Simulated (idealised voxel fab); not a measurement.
Name of the process module below: voxel transistor to metal
For reference, the cross-section in this document is cut, with width 165 nm and square cells of 5 nm.
Notation: cross-section as square-cell grid; stated in bands, top first, going down; one or more cell rows per band.
Per band: top height and bottom height in nm, followed by the left-to-right materials and their widths in nm; "everywhere" marks a single material spanning edge to edge, "blank" marks empty space.
A quick word on heights: they are counted from 0, and under that level the wafer as it came to us is one material throughout. The lowest band is different from the rest in having no bottom; it simply continues downward, written as in "0 nm and below".
The two numbers in a width such as "30->40" mark its ends across the band: the first belongs to the top row of cells, the second to the bottom row, and from each row to the next the width moves by the same amount.
Basically "nothing different" means that step didn't change any cell in the cross-section.
Basically, "Closed empty spaces" tells you about the enclosed voids: empty spaces with no open way to the top, 8 cells or bigger, each written width x height at distance, where distance is from the left edge, all in nm.
Step line, after settings: the simulator's comment on this step.
"overlay nm" answers the question of how far to the right of plan the mask lay on a step that has a mask, and when it is negative the answer is to the left.
Pairs from here to the end. Each: cross-section before one process step, cross-section after it, the latter only as far down as the lowest band that changed. Under each: the step between, and its settings. Mind that the pairs may be taken from different runs of this module on the same starting wafer; whether a pair continues from the pair above depends on its entry headed "Incoming structure", and it does only where that entry says so.

## Incoming structure
40 nm to 25 nm  blank (60); SiN (10); SiCN (25); SiN (10); blank (60)
25 nm to 15 nm  blank (60); SiN (10); polySi (25); SiN (10); blank (60)
15 nm to 0 nm  blank (40); nSi (20); SiN (10); polySi (25); SiN (10); nSi (20); blank (40)
0 nm to -5 nm  blank (20); nSi (40); SiO2 (45); nSi (40); blank (20)
-5 nm to -20 nm  SiO2 (25); nSi (35); Si (45); nSi (35); SiO2 (25)
-20 nm to -35 nm  SiO2 (25); Si (115); SiO2 (25)
-35 nm and below  Si everywhere
Closed empty spaces: none

## Sectional Result
45 nm to 40 nm  SiO2 everywhere
40 nm to 25 nm  SiO2 (60); SiN (10); SiCN (25); SiN (10); SiO2 (60)
25 nm to 15 nm  SiO2 (60); SiN (10); polySi (25); SiN (10); SiO2 (60)
15 nm to 0 nm  SiO2 (40); nSi (20); SiN (10); polySi (25); SiN (10); nSi (20); SiO2 (40)
0 nm to -5 nm  SiO2 (20); nSi (40); SiO2 (45); nSi (40); SiO2 (20)
Everything below -5 is unchanged.
Closed empty spaces: none
Going from the before section above to the after section, the step was FILL_DEP: material SiO2, thk nm 5

Incoming structure: check the pair just above; its after cross-section is our before state.

## Sectional Result
25 nm to 15 nm  SiO2 (60); SiN (10); polySi (25); SiN (10); SiO2 (60)
Everything below 15 is unchanged.
Closed empty spaces: none
Going from the before section above to the after section, the step was CMP: height nm 25

Incoming structure: check the pair just above; its after cross-section is our before state.

## Sectional Result
25 nm to 15 nm  SiO2 (60); SiN (10); blank (25); SiN (10); SiO2 (60)
15 nm to 0 nm  SiO2 (40); nSi (20); SiN (10); blank (25); SiN (10); nSi (20); SiO2 (40)
Everything below 0 is unchanged.
Closed empty spaces: none
Going from the before section above to the after section, the step was STRIP: etch materials polySi

Incoming structure: check the pair just above; its after cross-section is our before state.

## Sectional Result
25 nm to 20 nm  blank (60); SiN (10); blank (25); SiN (10); blank (60)
20 nm to 15 nm  SiO2 (60); SiN (10); blank (25); SiN (10); SiO2 (60)
15 nm to 0 nm  SiO2 (40); nSi (20); SiN (10); blank (25); SiN (10); nSi (20); SiO2 (40)
0 nm to -5 nm  SiO2 (20); nSi (40); SiO2 (5); blank (35); SiO2 (5); nSi (40); SiO2 (20)
Everything below -5 is unchanged.
Closed empty spaces: none
Going from the before section above to the after section, the step was SELECTIVE_ETCH: etch materials SiO2, depth nm 5

Incoming structure: check the pair just above; its after cross-section is our before state.

## Sectional Result
30 nm to 25 nm  blank (55); HfO2 (20); blank (15); HfO2 (20); blank (55)
25 nm to 20 nm  HfO2 (60); SiN (10); HfO2 (5); blank (15); HfO2 (5); SiN (10); HfO2 (60)
20 nm to 15 nm  SiO2 (60); SiN (10); HfO2 (5); blank (15); HfO2 (5); SiN (10); SiO2 (60)
15 nm to 0 nm  SiO2 (40); nSi (20); SiN (10); HfO2 (5); blank (15); HfO2 (5); SiN (10); nSi (20); SiO2 (40)
0 nm to -5 nm  SiO2 (20); nSi (40); SiO2 (5); HfO2 (35); SiO2 (5); nSi (40); SiO2 (20)
Everything below -5 is unchanged.
Closed empty spaces: none
Going from the before section above to the after section, the step was CONFORMAL_DEP: material HfO2, thk nm 5

Incoming structure: check the pair just above; its after cross-section is our before state.

## Sectional Result
35 nm to 30 nm  blank (50); TiN (30); blank (5); TiN (30); blank (50)
30 nm to 25 nm  TiN (55); HfO2 (20); TiN (5); blank (5); TiN (5); HfO2 (20); TiN (55)
25 nm to 20 nm  HfO2 (60); SiN (10); HfO2 (5); TiN (5); blank (5); TiN (5); HfO2 (5); SiN (10); HfO2 (60)
20 nm to 15 nm  SiO2 (60); SiN (10); HfO2 (5); TiN (5); blank (5); TiN (5); HfO2 (5); SiN (10); SiO2 (60)
15 nm to 5 nm  SiO2 (40); nSi (20); SiN (10); HfO2 (5); TiN (5); blank (5); TiN (5); HfO2 (5); SiN (10); nSi (20); SiO2 (40)
5 nm to 0 nm  SiO2 (40); nSi (20); SiN (10); HfO2 (5); TiN (15); HfO2 (5); SiN (10); nSi (20); SiO2 (40)
Everything below 0 is unchanged.
Closed empty spaces: none
Going from the before section above to the after section, the step was CONFORMAL_DEP: material TiN, thk nm 5

Incoming structure: check the pair just above; its after cross-section is our before state.

## Sectional Result
40 nm to 35 nm  W everywhere
35 nm to 30 nm  W (50); TiN (30); W (5); TiN (30); W (50)
30 nm to 25 nm  TiN (55); HfO2 (20); TiN (5); W (5); TiN (5); HfO2 (20); TiN (55)
25 nm to 20 nm  HfO2 (60); SiN (10); HfO2 (5); TiN (5); W (5); TiN (5); HfO2 (5); SiN (10); HfO2 (60)
20 nm to 15 nm  SiO2 (60); SiN (10); HfO2 (5); TiN (5); W (5); TiN (5); HfO2 (5); SiN (10); SiO2 (60)
15 nm to 5 nm  SiO2 (40); nSi (20); SiN (10); HfO2 (5); TiN (5); W (5); TiN (5); HfO2 (5); SiN (10); nSi (20); SiO2 (40)
Everything below 5 is unchanged.
Closed empty spaces: none
Going from the before section above to the after section, the step was FILL_DEP: material W, thk nm 5

Incoming structure: check the pair just above; its after cross-section is our before state.

## Sectional Result
20 nm to 15 nm  SiO2 (60); SiN (10); HfO2 (5); TiN (5); W (5); TiN (5); HfO2 (5); SiN (10); SiO2 (60)
Everything below 15 is unchanged.
Closed empty spaces: none
Going from the before section above to the after section, the step was CMP: height nm 20

Incoming structure: check the pair just above; its after cross-section is our before state.

## Sectional Result
30 nm to 20 nm  SiO2 everywhere
Everything below 20 is unchanged.
Closed empty spaces: none
Going from the before section above to the after section, the step was DIRECTIONAL_DEP: material SiO2, thk nm 10

Incoming structure: check the pair just above; its after cross-section is our before state.

## Sectional Result
50 nm to 30 nm  resist (35); blank (20); resist (55); blank (20); resist (35)
Everything below 30 is unchanged.
Closed empty spaces: none
Going from the before section above to the after section, the step was PATTERN: tone open, mask id CONTACT, material resist, width nm 20, pitch nm 75, thk nm 20, overlay nm 0

Incoming structure: check the pair just above; its after cross-section is our before state.

## Sectional Result
50 nm to 30 nm  resist (35); blank (20); resist (55); blank (20); resist (35)
30 nm to 20 nm  SiO2 (35); blank (20); SiO2 (55); blank (20); SiO2 (35)
20 nm to 15 nm  SiO2 (35); blank (20); SiO2 (5); SiN (10); HfO2 (5); TiN (5); W (5); TiN (5); HfO2 (5); SiN (10); SiO2 (5); blank (20); SiO2 (35)
15 nm to 5 nm  SiO2 (35); blank (5); nSi (20); SiN (10); HfO2 (5); TiN (5); W (5); TiN (5); HfO2 (5); SiN (10); nSi (20); blank (5); SiO2 (35)
5 nm to 0 nm  SiO2 (35); blank (5); nSi (20); SiN (10); HfO2 (5); TiN (15); HfO2 (5); SiN (10); nSi (20); blank (5); SiO2 (35)
Everything below 0 is unchanged.
Closed empty spaces: none
Going from the before section above to the after section, the step was DIRECTIONAL_ETCH: etch materials SiO2, depth nm 30

Incoming structure: check the pair just above; its after cross-section is our before state.

## Sectional Result
30 nm to 20 nm  SiO2 (35); blank (20); SiO2 (55); blank (20); SiO2 (35)
Everything below 20 is unchanged.
Closed empty spaces: none
Going from the before section above to the after section, the step was STRIP: etch materials resist

Incoming structure: check the pair just above; its after cross-section is our before state.

## Sectional Result
35 nm to 30 nm  TiN (40); blank (10); TiN (65); blank (10); TiN (40)
30 nm to 20 nm  SiO2 (35); TiN (5); blank (10); TiN (5); SiO2 (55); TiN (5); blank (10); TiN (5); SiO2 (35)
20 nm to 15 nm  SiO2 (35); TiN (20); SiO2 (5); SiN (10); HfO2 (5); TiN (5); W (5); TiN (5); HfO2 (5); SiN (10); SiO2 (5); TiN (20); SiO2 (35)
15 nm to 5 nm  SiO2 (35); TiN (5); nSi (20); SiN (10); HfO2 (5); TiN (5); W (5); TiN (5); HfO2 (5); SiN (10); nSi (20); TiN (5); SiO2 (35)
5 nm to 0 nm  SiO2 (35); TiN (5); nSi (20); SiN (10); HfO2 (5); TiN (15); HfO2 (5); SiN (10); nSi (20); TiN (5); SiO2 (35)
Everything below 0 is unchanged.
Closed empty spaces: none
Going from the before section above to the after section, the step was CONFORMAL_DEP: material TiN, thk nm 5

Incoming structure: check the pair just above; its after cross-section is our before state.

## Sectional Result
40 nm to 35 nm  W everywhere
35 nm to 30 nm  TiN (40); W (10); TiN (65); W (10); TiN (40)
30 nm to 20 nm  SiO2 (35); TiN (5); W (10); TiN (5); SiO2 (55); TiN (5); W (10); TiN (5); SiO2 (35)
Everything below 20 is unchanged.
Closed empty spaces: none
Going from the before section above to the after section, the step was FILL_DEP: material W, thk nm 5

Incoming structure: check the pair just above; its after cross-section is our before state.

## Sectional Result
30 nm to 20 nm  SiO2 (35); TiN (5); W (10); TiN (5); SiO2 (55); TiN (5); W (10); TiN (5); SiO2 (35)
Everything below 20 is unchanged.
Closed empty spaces: none
Going from the before section above to the after section, the step was CMP: height nm 30

Incoming structure: check the pair just above; its after cross-section is our before state.

## Sectional Result
35 nm to 30 nm  SiCN everywhere
Everything below 30 is unchanged.
Closed empty spaces: none
Going from the before section above to the after section, the step was CONFORMAL_DEP: material SiCN, thk nm 5

Incoming structure: check the pair just above; its after cross-section is our before state.

## Sectional Result
55 nm to 35 nm  lowk everywhere
Everything below 35 is unchanged.
Closed empty spaces: none
Going from the before section above to the after section, the step was DIRECTIONAL_DEP: material lowk, thk nm 20

Incoming structure: check the pair just above; its after cross-section is our before state.

## Sectional Result
70 nm to 55 nm  aC everywhere
Everything below 55 is unchanged.
Closed empty spaces: none
Going from the before section above to the after section, the step was DIRECTIONAL_DEP: material aC, thk nm 15

Incoming structure: check the pair just above; its after cross-section is our before state.

## Sectional Result
100 nm to 70 nm  resist (35); blank (20); resist (55); blank (20); resist (35)
Everything below 70 is unchanged.
Closed empty spaces: none
Going from the before section above to the after section, the step was PATTERN: tone open, mask id METAL_1, material resist, width nm 20, pitch nm 75, thk nm 30, overlay nm 0

Incoming structure: check the pair just above; its after cross-section is our before state.

## Sectional Result
85 nm to 70 nm  resist (35); blank (20); resist (55); blank (20); resist (35)
70 nm to 55 nm  aC (35); blank (20); aC (55); blank (20); aC (35)
Everything below 55 is unchanged.
Closed empty spaces: none
Going from the before section above to the after section, the step was DIRECTIONAL_ETCH: etch materials aC, depth nm 15

Incoming structure: check the pair just above; its after cross-section is our before state.

## Sectional Result
70 nm to 55 nm  aC (35); blank (20); aC (55); blank (20); aC (35)
Everything below 55 is unchanged.
Closed empty spaces: none
Going from the before section above to the after section, the step was STRIP: etch materials resist

Incoming structure: check the pair just above; its after cross-section is our before state.

## Sectional Result
70 nm to 55 nm  aC (35); blank (20); aC (55); blank (20); aC (35)
55 nm to 35 nm  lowk (35); blank (20); lowk (55); blank (20); lowk (35)
Everything below 35 is unchanged.
Closed empty spaces: none
Going from the before section above to the after section, the step was DIRECTIONAL_ETCH: etch materials lowk, depth nm 20

Incoming structure: check the pair just above; its after cross-section is our before state.

## Sectional Result
70 nm to 55 nm  aC (35); blank (20); aC (55); blank (20); aC (35)
55 nm to 35 nm  lowk (35); blank (20); lowk (55); blank (20); lowk (35)
35 nm to 30 nm  SiCN (35); blank (20); SiCN (55); blank (20); SiCN (35)
Everything below 30 is unchanged.
Closed empty spaces: none
Going from the before section above to the after section, the step was DIRECTIONAL_ETCH: etch materials SiCN, depth nm 5

Incoming structure: check the pair just above; its after cross-section is our before state.

## Sectional Result
55 nm to 35 nm  lowk (35); blank (20); lowk (55); blank (20); lowk (35)
Everything below 35 is unchanged.
Closed empty spaces: none
Going from the before section above to the after section, the step was STRIP: etch materials aC

Incoming structure: check the pair just above; its after cross-section is our before state.

## Sectional Result
60 nm to 55 nm  TiN (40); blank (10); TiN (65); blank (10); TiN (40)
55 nm to 35 nm  lowk (35); TiN (5); blank (10); TiN (5); lowk (55); TiN (5); blank (10); TiN (5); lowk (35)
35 nm to 30 nm  SiCN (35); TiN (20); SiCN (55); TiN (20); SiCN (35)
Everything below 30 is unchanged.
Closed empty spaces: none
Going from the before section above to the after section, the step was CONFORMAL_DEP: material TiN, thk nm 5

Incoming structure: check the pair just above; its after cross-section is our before state.

## Sectional Result
65 nm to 60 nm  Cu everywhere
60 nm to 55 nm  TiN (40); Cu (10); TiN (65); Cu (10); TiN (40)
55 nm to 35 nm  lowk (35); TiN (5); Cu (10); TiN (5); lowk (55); TiN (5); Cu (10); TiN (5); lowk (35)
Everything below 35 is unchanged.
Closed empty spaces: none
Going from the before section above to the after section, the step was FILL_DEP: material Cu, thk nm 5

Incoming structure: check the pair just above; its after cross-section is our before state.

## Sectional Result
55 nm to 35 nm  lowk (35); TiN (5); Cu (10); TiN (5); lowk (55); TiN (5); Cu (10); TiN (5); lowk (35)
Everything below 35 is unchanged.
Closed empty spaces: none
Going from the before section above to the after section, the step was CMP: height nm 55

Incoming structure: check the pair just above; its after cross-section is our before state.

## Sectional Result
60 nm to 55 nm  blank (30); Ru (30); blank (45); Ru (30); blank (30)
Everything below 55 is unchanged.
Closed empty spaces: none
Going from the before section above to the after section, the step was EPI: material Ru, thk nm 5

Incoming structure: check the pair just above; its after cross-section is our before state.

## Sectional Result
65 nm to 60 nm  SiCN everywhere
60 nm to 55 nm  SiCN (30); Ru (30); SiCN (45); Ru (30); SiCN (30)
Everything below 55 is unchanged.
Closed empty spaces: none
Going from the before section above to the after section, the step was FILL_DEP: material SiCN, thk nm 5

Incoming structure: check the pair just above; its after cross-section is our before state.

## Sectional Result
95 nm to 65 nm  lowk everywhere
Everything below 65 is unchanged.
Closed empty spaces: none
Going from the before section above to the after section, the step was DIRECTIONAL_DEP: material lowk, thk nm 30

Incoming structure: check the pair just above; its after cross-section is our before state.

## Sectional Result
95 nm to 80 nm  lowk (35); blank (20); lowk (55); blank (20); lowk (35)
Everything below 80 is unchanged.
Closed empty spaces: none
Going from the before section above to the after section, the step was MASKED_ETCH: tone open, mask id METAL_2, width nm 20, pitch nm 75, etch materials lowk, depth nm 15, overlay nm 0

Incoming structure: check the pair just above; its after cross-section is our before state.

## Sectional Result
95 nm to 80 nm  lowk (35); blank (20); lowk (55); blank (20); lowk (35)
80 nm to 65 nm  lowk (35); blank (15); lowk (60); blank (15); lowk (40)
Everything below 65 is unchanged.
Closed empty spaces: none
Going from the before section above to the after section, the step was MASKED_ETCH: tone open, mask id METAL_2_HOLES, width nm 15, pitch nm 75, etch materials lowk, depth nm 15, overlay nm 0

Incoming structure: check the pair just above; its after cross-section is our before state.

## Sectional Result
95 nm to 80 nm  lowk (35); blank (20); lowk (55); blank (20); lowk (35)
80 nm to 65 nm  lowk (35); blank (15); lowk (60); blank (15); lowk (40)
65 nm to 60 nm  SiCN (35); blank (15); SiCN (60); blank (15); SiCN (40)
Everything below 60 is unchanged.
Closed empty spaces: none
Going from the before section above to the after section, the step was MASKED_ETCH: tone open, mask id METAL_2_HOLES, width nm 15, pitch nm 75, etch materials SiCN, depth nm 5, overlay nm 0

Incoming structure: check the pair just above; its after cross-section is our before state.

## Sectional Result
100 nm to 95 nm  TiN (40); blank (10); TiN (65); blank (10); TiN (40)
95 nm to 85 nm  lowk (35); TiN (5); blank (10); TiN (5); lowk (55); TiN (5); blank (10); TiN (5); lowk (35)
85 nm to 80 nm  lowk (35); TiN (5); blank (5); TiN (10); lowk (55); TiN (5); blank (5); TiN (10); lowk (35)
80 nm to 65 nm  lowk (35); TiN (5); blank (5); TiN (5); lowk (60); TiN (5); blank (5); TiN (5); lowk (40)
65 nm to 60 nm  SiCN (35); TiN (15); SiCN (60); TiN (15); SiCN (40)
Everything below 60 is unchanged.
Closed empty spaces: none
Going from the before section above to the after section, the step was CONFORMAL_DEP: material TiN, thk nm 5

Incoming structure: check the pair just above; its after cross-section is our before state.

## Sectional Result
105 nm to 100 nm  Cu everywhere
100 nm to 95 nm  TiN (40); Cu (10); TiN (65); Cu (10); TiN (40)
95 nm to 85 nm  lowk (35); TiN (5); Cu (10); TiN (5); lowk (55); TiN (5); Cu (10); TiN (5); lowk (35)
85 nm to 80 nm  lowk (35); TiN (5); Cu (5); TiN (10); lowk (55); TiN (5); Cu (5); TiN (10); lowk (35)
80 nm to 65 nm  lowk (35); TiN (5); Cu (5); TiN (5); lowk (60); TiN (5); Cu (5); TiN (5); lowk (40)
Everything below 65 is unchanged.
Closed empty spaces: none
Going from the before section above to the after section, the step was FILL_DEP: material Cu, thk nm 5

Incoming structure: check the pair just above; its after cross-section is our before state.

## Sectional Result
95 nm to 85 nm  lowk (35); TiN (5); Cu (10); TiN (5); lowk (55); TiN (5); Cu (10); TiN (5); lowk (35)
Everything below 85 is unchanged.
Closed empty spaces: none
Going from the before section above to the after section, the step was CMP: height nm 95

Incoming structure: check the pair just above; its after cross-section is our before state.

## Sectional Result
100 nm to 95 nm  SiCN everywhere
Everything below 95 is unchanged.
Closed empty spaces: none
Going from the before section above to the after section, the step was CONFORMAL_DEP: material SiCN, thk nm 5

## Incoming structure
95 nm to 65 nm  lowk everywhere
65 nm to 60 nm  SiCN everywhere
60 nm to 55 nm  SiCN (30); Ru (30); SiCN (45); Ru (30); SiCN (30)
55 nm to 35 nm  lowk (35); TiN (5); Cu (10); TiN (5); lowk (55); TiN (5); Cu (10); TiN (5); lowk (35)
35 nm to 30 nm  SiCN (35); TiN (20); SiCN (55); TiN (20); SiCN (35)
30 nm to 20 nm  SiO2 (35); TiN (5); W (10); TiN (5); SiO2 (55); TiN (5); W (10); TiN (5); SiO2 (35)
20 nm to 15 nm  SiO2 (35); TiN (20); SiO2 (5); SiN (10); HfO2 (5); TiN (5); W (5); TiN (5); HfO2 (5); SiN (10); SiO2 (5); TiN (20); SiO2 (35)
15 nm to 5 nm  SiO2 (35); TiN (5); nSi (20); SiN (10); HfO2 (5); TiN (5); W (5); TiN (5); HfO2 (5); SiN (10); nSi (20); TiN (5); SiO2 (35)
5 nm to 0 nm  SiO2 (35); TiN (5); nSi (20); SiN (10); HfO2 (5); TiN (15); HfO2 (5); SiN (10); nSi (20); TiN (5); SiO2 (35)
0 nm to -5 nm  SiO2 (20); nSi (40); SiO2 (5); HfO2 (35); SiO2 (5); nSi (40); SiO2 (20)
-5 nm to -20 nm  SiO2 (25); nSi (35); Si (45); nSi (35); SiO2 (25)
-20 nm to -25 nm  SiO2 (25); Si (115); SiO2 (25)
-25 nm and below  Si everywhere
Closed empty spaces: none

## Sectional Result
95 nm to 80 nm  lowk (35); blank (25); lowk (50); blank (25); lowk (30)
Everything below 80 is unchanged.
Closed empty spaces: none
Going from the before section above to the after section, the step was MASKED_ETCH: tone open, mask id METAL_2, width nm 25, pitch nm 75, etch materials lowk, depth nm 15, overlay nm 0

Incoming structure: check the pair just above; its after cross-section is our before state.

## Sectional Result
95 nm to 80 nm  lowk (35); blank (25); lowk (50); blank (25); lowk (30)
80 nm to 65 nm  lowk (35); blank (15); lowk (60); blank (15); lowk (40)
Everything below 65 is unchanged.
Closed empty spaces: none
Going from the before section above to the after section, the step was MASKED_ETCH: tone open, mask id METAL_2_HOLES, width nm 15, pitch nm 75, etch materials lowk, depth nm 15, overlay nm 0

Incoming structure: check the pair just above; its after cross-section is our before state.

## Sectional Result
95 nm to 80 nm  lowk (35); blank (25); lowk (50); blank (25); lowk (30)
80 nm to 65 nm  lowk (35); blank (15); lowk (60); blank (15); lowk (40)
65 nm to 60 nm  SiCN (35); blank (15); SiCN (60); blank (15); SiCN (40)
Everything below 60 is unchanged.
Closed empty spaces: none
Going from the before section above to the after section, the step was MASKED_ETCH: tone open, mask id METAL_2_HOLES, width nm 15, pitch nm 75, etch materials SiCN, depth nm 5, overlay nm 0

Incoming structure: check the pair just above; its after cross-section is our before state.

## Sectional Result
100 nm to 95 nm  TiN (40); blank (15); TiN (60); blank (15); TiN (35)
95 nm to 85 nm  lowk (35); TiN (5); blank (15); TiN (5); lowk (50); TiN (5); blank (15); TiN (5); lowk (30)
85 nm to 80 nm  lowk (35); TiN (5); blank (5); TiN (15); lowk (50); TiN (5); blank (5); TiN (15); lowk (30)
80 nm to 65 nm  lowk (35); TiN (5); blank (5); TiN (5); lowk (60); TiN (5); blank (5); TiN (5); lowk (40)
65 nm to 60 nm  SiCN (35); TiN (15); SiCN (60); TiN (15); SiCN (40)
Everything below 60 is unchanged.
Closed empty spaces: none
Going from the before section above to the after section, the step was CONFORMAL_DEP: material TiN, thk nm 5

Incoming structure: check the pair just above; its after cross-section is our before state.

## Sectional Result
105 nm to 100 nm  Cu everywhere
100 nm to 95 nm  TiN (40); Cu (15); TiN (60); Cu (15); TiN (35)
95 nm to 85 nm  lowk (35); TiN (5); Cu (15); TiN (5); lowk (50); TiN (5); Cu (15); TiN (5); lowk (30)
85 nm to 80 nm  lowk (35); TiN (5); Cu (5); TiN (15); lowk (50); TiN (5); Cu (5); TiN (15); lowk (30)
80 nm to 65 nm  lowk (35); TiN (5); Cu (5); TiN (5); lowk (60); TiN (5); Cu (5); TiN (5); lowk (40)
Everything below 65 is unchanged.
Closed empty spaces: none
Going from the before section above to the after section, the step was FILL_DEP: material Cu, thk nm 5

Incoming structure: check the pair just above; its after cross-section is our before state.

## Sectional Result
95 nm to 85 nm  lowk (35); TiN (5); Cu (15); TiN (5); lowk (50); TiN (5); Cu (15); TiN (5); lowk (30)
Everything below 85 is unchanged.
Closed empty spaces: none
Going from the before section above to the after section, the step was CMP: height nm 95

Incoming structure: check the pair just above; its after cross-section is our before state.

## Sectional Result
100 nm to 95 nm  SiCN everywhere
Everything below 95 is unchanged.
Closed empty spaces: none
Going from the before section above to the after section, the step was CONFORMAL_DEP: material SiCN, thk nm 5

## Incoming structure
95 nm to 80 nm  lowk (35); blank (20); lowk (55); blank (20); lowk (35)
80 nm to 65 nm  lowk everywhere
65 nm to 60 nm  SiCN everywhere
60 nm to 55 nm  SiCN (30); Ru (30); SiCN (45); Ru (30); SiCN (30)
55 nm to 35 nm  lowk (35); TiN (5); Cu (10); TiN (5); lowk (55); TiN (5); Cu (10); TiN (5); lowk (35)
35 nm to 30 nm  SiCN (35); TiN (20); SiCN (55); TiN (20); SiCN (35)
30 nm to 20 nm  SiO2 (35); TiN (5); W (10); TiN (5); SiO2 (55); TiN (5); W (10); TiN (5); SiO2 (35)
20 nm to 15 nm  SiO2 (35); TiN (20); SiO2 (5); SiN (10); HfO2 (5); TiN (5); W (5); TiN (5); HfO2 (5); SiN (10); SiO2 (5); TiN (20); SiO2 (35)
15 nm to 5 nm  SiO2 (35); TiN (5); nSi (20); SiN (10); HfO2 (5); TiN (5); W (5); TiN (5); HfO2 (5); SiN (10); nSi (20); TiN (5); SiO2 (35)
5 nm to 0 nm  SiO2 (35); TiN (5); nSi (20); SiN (10); HfO2 (5); TiN (15); HfO2 (5); SiN (10); nSi (20); TiN (5); SiO2 (35)
0 nm to -5 nm  SiO2 (20); nSi (40); SiO2 (5); HfO2 (35); SiO2 (5); nSi (40); SiO2 (20)
-5 nm to -20 nm  SiO2 (25); nSi (35); Si (45); nSi (35); SiO2 (25)
-20 nm to -25 nm  SiO2 (25); Si (115); SiO2 (25)
-25 nm and below  Si everywhere
Closed empty spaces: none

## Sectional Result
95 nm to 80 nm  lowk (35); blank (25); lowk (50); blank (25); lowk (30)
80 nm to 65 nm  lowk (45); blank (10); lowk (65); blank (10); lowk (35)
Everything below 65 is unchanged.
Closed empty spaces: none
Going from the before section above to the after section, the step was MASKED_ETCH: tone open, mask id METAL_2_HOLES, width nm 15, pitch nm 75, etch materials lowk, depth nm 15, overlay nm 10

Incoming structure: check the pair just above; its after cross-section is our before state.

## Sectional Result
95 nm to 80 nm  lowk (35); blank (25); lowk (50); blank (25); lowk (30)
80 nm to 65 nm  lowk (45); blank (10); lowk (65); blank (10); lowk (35)
65 nm to 60 nm  SiCN (45); blank (5); SiCN (70); blank (5); SiCN (40)
Everything below 60 is unchanged.
Closed empty spaces: none
Going from the before section above to the after section, the step was MASKED_ETCH: tone open, mask id METAL_2_HOLES, width nm 15, pitch nm 75, etch materials SiCN, depth nm 5, overlay nm 0

Incoming structure: check the pair just above; its after cross-section is our before state.

## Sectional Result
100 nm to 95 nm  TiN (40); blank (15); TiN (60); blank (15); TiN (35)
95 nm to 85 nm  lowk (35); TiN (5); blank (15); TiN (5); lowk (50); TiN (5); blank (15); TiN (5); lowk (30)
85 nm to 80 nm  lowk (35); TiN (25); lowk (50); TiN (25); lowk (30)
80 nm to 65 nm  lowk (45); TiN (10); lowk (65); TiN (10); lowk (35)
65 nm to 60 nm  SiCN (45); TiN (5); SiCN (70); TiN (5); SiCN (40)
Everything below 60 is unchanged.
Closed empty spaces: none
Going from the before section above to the after section, the step was CONFORMAL_DEP: material TiN, thk nm 5

Incoming structure: check the pair just above; its after cross-section is our before state.

## Sectional Result
105 nm to 100 nm  Cu everywhere
100 nm to 95 nm  TiN (40); Cu (15); TiN (60); Cu (15); TiN (35)
95 nm to 85 nm  lowk (35); TiN (5); Cu (15); TiN (5); lowk (50); TiN (5); Cu (15); TiN (5); lowk (30)
Everything below 85 is unchanged.
Closed empty spaces: none
Going from the before section above to the after section, the step was FILL_DEP: material Cu, thk nm 5

Incoming structure: check the pair just above; its after cross-section is our before state.

## Sectional Result
95 nm to 85 nm  lowk (35); TiN (5); Cu (15); TiN (5); lowk (50); TiN (5); Cu (15); TiN (5); lowk (30)
Everything below 85 is unchanged.
Closed empty spaces: none
Going from the before section above to the after section, the step was CMP: height nm 95

Incoming structure: check the pair just above; its after cross-section is our before state.

## Sectional Result
100 nm to 95 nm  SiCN everywhere
Everything below 95 is unchanged.
Closed empty spaces: none
Going from the before section above to the after section, the step was CONFORMAL_DEP: material SiCN, thk nm 5

## Incoming structure
35 nm to 30 nm  TiN (40); blank (10); TiN (65); blank (10); TiN (40)
30 nm to 20 nm  SiO2 (35); TiN (5); blank (10); TiN (5); SiO2 (55); TiN (5); blank (10); TiN (5); SiO2 (35)
20 nm to 15 nm  SiO2 (35); TiN (20); SiO2 (5); SiN (10); HfO2 (5); TiN (5); W (5); TiN (5); HfO2 (5); SiN (10); SiO2 (5); TiN (20); SiO2 (35)
15 nm to 5 nm  SiO2 (35); TiN (5); nSi (20); SiN (10); HfO2 (5); TiN (5); W (5); TiN (5); HfO2 (5); SiN (10); nSi (20); TiN (5); SiO2 (35)
5 nm to 0 nm  SiO2 (35); TiN (5); nSi (20); SiN (10); HfO2 (5); TiN (15); HfO2 (5); SiN (10); nSi (20); TiN (5); SiO2 (35)
0 nm to -5 nm  SiO2 (20); nSi (40); SiO2 (5); HfO2 (35); SiO2 (5); nSi (40); SiO2 (20)
-5 nm to -20 nm  SiO2 (25); nSi (35); Si (45); nSi (35); SiO2 (25)
-20 nm to -25 nm  SiO2 (25); Si (115); SiO2 (25)
-25 nm and below  Si everywhere
Closed empty spaces: none

## Sectional Result
40 nm to 35 nm  polySi everywhere
35 nm to 30 nm  TiN (40); polySi (10); TiN (65); polySi (10); TiN (40)
30 nm to 20 nm  SiO2 (35); TiN (5); polySi (10); TiN (5); SiO2 (55); TiN (5); polySi (10); TiN (5); SiO2 (35)
Everything below 20 is unchanged.
Closed empty spaces: none
Going from the before section above to the after section, the step was FILL_DEP: material polySi, thk nm 5

Incoming structure: check the pair just above; its after cross-section is our before state.

## Sectional Result
30 nm to 20 nm  SiO2 (35); TiN (5); polySi (10); TiN (5); SiO2 (55); TiN (5); polySi (10); TiN (5); SiO2 (35)
Everything below 20 is unchanged.
Closed empty spaces: none
Going from the before section above to the after section, the step was CMP: height nm 30

Incoming structure: check the pair just above; its after cross-section is our before state.

## Sectional Result
35 nm to 30 nm  SiCN everywhere
Everything below 30 is unchanged.
Closed empty spaces: none
Going from the before section above to the after section, the step was CONFORMAL_DEP: material SiCN, thk nm 5

Incoming structure: check the pair just above; its after cross-section is our before state.

## Sectional Result
55 nm to 35 nm  lowk everywhere
Everything below 35 is unchanged.
Closed empty spaces: none
Going from the before section above to the after section, the step was DIRECTIONAL_DEP: material lowk, thk nm 20

Incoming structure: check the pair just above; its after cross-section is our before state.

## Sectional Result
70 nm to 55 nm  aC everywhere
Everything below 55 is unchanged.
Closed empty spaces: none
Going from the before section above to the after section, the step was DIRECTIONAL_DEP: material aC, thk nm 15

Incoming structure: check the pair just above; its after cross-section is our before state.

## Sectional Result
100 nm to 70 nm  resist (35); blank (20); resist (55); blank (20); resist (35)
Everything below 70 is unchanged.
Closed empty spaces: none
Going from the before section above to the after section, the step was PATTERN: tone open, mask id METAL_1, material resist, width nm 20, pitch nm 75, thk nm 30, overlay nm 0

Incoming structure: check the pair just above; its after cross-section is our before state.

## Sectional Result
85 nm to 70 nm  resist (35); blank (20); resist (55); blank (20); resist (35)
70 nm to 55 nm  aC (35); blank (20); aC (55); blank (20); aC (35)
Everything below 55 is unchanged.
Closed empty spaces: none
Going from the before section above to the after section, the step was DIRECTIONAL_ETCH: etch materials aC, depth nm 15

Incoming structure: check the pair just above; its after cross-section is our before state.

## Sectional Result
70 nm to 55 nm  aC (35); blank (20); aC (55); blank (20); aC (35)
Everything below 55 is unchanged.
Closed empty spaces: none
Going from the before section above to the after section, the step was STRIP: etch materials resist
